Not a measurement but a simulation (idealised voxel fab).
voxel spacer lines: a process module
This is section cut - it's 210 nm across, gridded in 5 nm square cells.
Just so we're on the same page, the cross-sections are grids of square cells, and they're listed out in bands top to bottom, each band one or more rows deep.
The entry gives the band's vertical extent as a top height and a bottom height in nm, then its horizontal make-up as materials from left to right, each with a width in nm. "blank" stands for empty space; a single material marked "throughout" fills the band edge to edge.
Heights are reckoned from 0. Under this level, the received wafer is all of one material. The bottommost band is open-ended downward, for example "from 0 down".
With a width like "30->40", each row of cells in the band differs from the next by the same amount, the top row carrying the first number and the bottom row the second.
"remains unaltered" after a step means that no cell of the cross-section changed.
In the "Sealed-off cavities" entry, you get each enclosed empty space of 8 cells or more, one with no open way to the top, written width x height at distance, distance from the left edge, in nm.
Formally, on a step line, whatever follows the settings is a remark that the simulator itself makes on the step.
The line of a step may include "overlay nm". On a step with a mask, this value is how far to the right of its planned place the mask lay. A negative value means the mask lay to the left.
### Planned step list for the process
| 1 | RECEIVE: material Si |
| 2 | CONFORMAL_DEP: material Al2O3, thk nm 10 |
| 3 | DIRECTIONAL_DEP: material W, thk nm 10 |
| 4 | DIRECTIONAL_DEP: material aC, thk nm 20 |
| 5 | PATTERN: tone cover, mask id MANDREL, material resist, width nm 15, pitch nm 50, thk nm 25, overlay nm 0 |
| 6 | DIRECTIONAL_ETCH: etch materials aC, depth nm 20 |
| 7 | STRIP: etch materials resist |
| 8 | CONFORMAL_DEP: material SiO2, thk nm 10 |
| 9 | DIRECTIONAL_ETCH: etch materials SiO2, depth nm 10 |
| 10 | STRIP: etch materials aC |
| 11 | DIRECTIONAL_ETCH: etch materials W, depth nm 10 |
| 12 | STRIP: etch materials SiO2 |
### Cross-section of the wafer at receipt, which is the condition after step 1
> from 0 down  Si throughout
> Sealed-off cavities: none
### Cross-sectional image of the first of two wafers at the end of the module, the run having proceeded as planned
> from 20 to 10  blank 60 / W 10 / blank 15 / W 10 / blank 15 / W 10 / blank 15 / W 10 / blank 65
> from 10 to 0  Al2O3 throughout
> from 0 down  Si throughout
> Sealed-off cavities: none
### Cross-section, wafer two of two, end of module: same start and plan as wafer one, one error in execution
> from 20 to 0  Al2O3 throughout
> from 0 down  Si throughout
> Sealed-off cavities: none
Plan not followed: step 3 ran with different settings than intended, the actual operation and settings being DIRECTIONAL_DEP: material Al2O3, thk nm 10
It is noted that, at the conclusion of processing, the second wafer exhibits a higher or lower cell count for certain materials relative to the first: +84 Al2O3, -16 W
